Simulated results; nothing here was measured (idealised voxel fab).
Documented hereafter: the process module known as voxel air gaps.
Displayed cross-section: cut, width of 185 nm, square cells sized 5 nm.
Cross-sections here: square-cell grids, written as top-down lists of bands, a band being one or more rows of cells.
Heads up on the band format: heights come first, top then bottom, in nm. After that it's the materials left to right, each with its width in nm. A single material flagged "full width" fills the whole band edge to edge, and "empty" means there's empty space there.
Convention: height 0 is the level below which the wafer, as received, is all one material. The lowest band does not terminate at the bottom but continues downward, represented as "0 and below".
Width spec "30->40" -> top row of cells at first value, bottom row at second value, equal per-row change in between.
For the purposes of this document, the phrase "no change" attached to a step denotes that no cell within the cross-section was modified by that step.
The entry titled "Encapsulated voids" provides the empty spaces that have no open way to the top, restricted to those of 8 cells or more. Each is presented as width x height at distance, the distance being measured from the left edge, with all three in nm.
Formally, on a step line, whatever follows the settings is a remark that the simulator itself makes on the step.
"overlay nm" on a masked step: distance the mask lay right of its planned place, negative for left.
### Planned process steps
1 RECEIVE (material Si)
2 CONFORMAL_DEP (material SiO2; thk nm 10)
3 CONFORMAL_DEP (material SiN; thk nm 5)
4 DIRECTIONAL_DEP (material lowk; thk nm 30)
5 PATTERN (tone open; mask id LINES; material resist; width nm 20; pitch nm 45; thk nm 15; overlay nm 0)
6 DIRECTIONAL_ETCH (etch materials lowk; depth nm 30)
7 STRIP (etch materials resist)
8 CONFORMAL_DEP (material TiN; thk nm 5)
9 FILL_DEP (material W; thk nm 10)
10 CMP (height nm 35)
11 EPI (material Ru; thk nm 10)
12 SELECTIVE_ETCH (etch materials lowk; depth nm 40)
13 CONFORMAL_DEP (material SiN; thk nm 5)
The wafers are alike at the start. At step 10, their height nm differs. The plan lists the first wafer's value.
### Incoming state of the first of several wafers in cross-section: after step 1
	0 and below: Si full width
	Encapsulated voids: none
### So in this table every wafer gets its own row, and what you see is where it stands at the end of the module: for each material, how many cells it picked up (+) or gave up (-) since we received it, and after that its closed voids
height nm 35; +48 Ru; +126 SiN; +74 SiO2; +30 TiN; +18 W; Encapsulated voids: none
height nm 40; +48 Ru; +132 SiN; +74 SiO2; +36 TiN; +24 W; Encapsulated voids: 15 x 15 at 60; 15 x 15 at 105
height nm 45; +48 Ru; +138 SiN; +74 SiO2; +42 TiN; +30 W; Encapsulated voids: 15 x 20 at 60; 15 x 20 at 105
height nm 50; +74 Ru; +74 SiN; +74 SiO2; +73 TiN; +36 W; +150 lowk; Encapsulated voids: none
height nm 55; +74 Ru; +74 SiN; +74 SiO2; +73 TiN; +73 W; +150 lowk; Encapsulated voids: none
height nm 60; +74 Ru; +74 SiN; +74 SiO2; +73 TiN; +110 W; +150 lowk; Encapsulated voids: none
